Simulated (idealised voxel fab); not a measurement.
Name of the process module below: voxel quadruple lines
Displayed cross-section: cut, width of 190 nm, square cells sized 5 nm.
Notation: cross-section as square-cell grid; stated in bands, top first, going down; one or more cell rows per band.
This entry defines a band. It first specifies the height of the band's top and the height of its bottom in nm, and then specifies the band's materials from left to right, stating each material with its width in nm. The word "edge to edge" identifies a single material that fills the band from edge to edge, while the word "blank" identifies empty space.
Heights are reckoned from 0. Under this level, the received wafer is all of one material. The bottommost band is open-ended downward, for example "from 0 down".
A width such as "30 to 40" changes by the same amount from each row of cells to the next, from the band's top row to its bottom row.
The cross-section has no changed cell in any step marked "no change".
"closed voids" means: voids of 8 cells or more that are shut off from the top with no open way through. Written width x height at distance, distance from the left edge, in nm.
It should be noted that, on the line of a given step, the content following the step's settings is a remark produced by the simulator itself with respect to that step.
When a step includes a mask, the "overlay nm" setting on its line states how far to the right of its planned place that mask lay, and negative values state how far to the left.
## Intended process steps
1. RECEIVE with material Si
2. CONFORMAL_DEP with material SiO2, thk nm 5
3. DIRECTIONAL_DEP with material Ru, thk nm 10
4. DIRECTIONAL_DEP with material polySi, thk nm 15
5. DIRECTIONAL_DEP with material aC, thk nm 25
6. PATTERN with tone cover, mask id MANDREL, material resist, width nm 30, thk nm 30, overlay nm 0
7. DIRECTIONAL_ETCH with etch materials aC, depth nm 25
8. STRIP with etch materials resist
9. CONFORMAL_DEP with material SiO2, thk nm 10
10. DIRECTIONAL_ETCH with etch materials SiO2, depth nm 10
11. STRIP with etch materials aC
12. DIRECTIONAL_ETCH with etch materials polySi, depth nm 15
13. STRIP with etch materials SiO2
14. CONFORMAL_DEP with material SiCN, thk nm 10
15. DIRECTIONAL_ETCH with etch materials SiCN, depth nm 10
16. STRIP with etch materials polySi
17. DIRECTIONAL_ETCH with etch materials Ru, depth nm 10
18. STRIP with etch materials SiCN
## Cross-section of the wafer at receipt, which is the condition after step 1
- from 0 down  Si edge to edge
- closed voids: none
## Starting structure and process plan are as shown above, but one mistake was made in running the module; the wafer cross-section at the end of the module follows
- from 15 to 5  blank=60 | Ru=10 | blank=10 | Ru=10 | blank=10 | Ru=10 | blank=10 | Ru=10 | blank=60
- from 5 to 0  aC edge to edge
- from 0 down  Si edge to edge
- closed voids: none
Want to know what went wrong? contrary to plan, step 2 was performed as CONFORMAL_DEP with material aC, thk nm 5
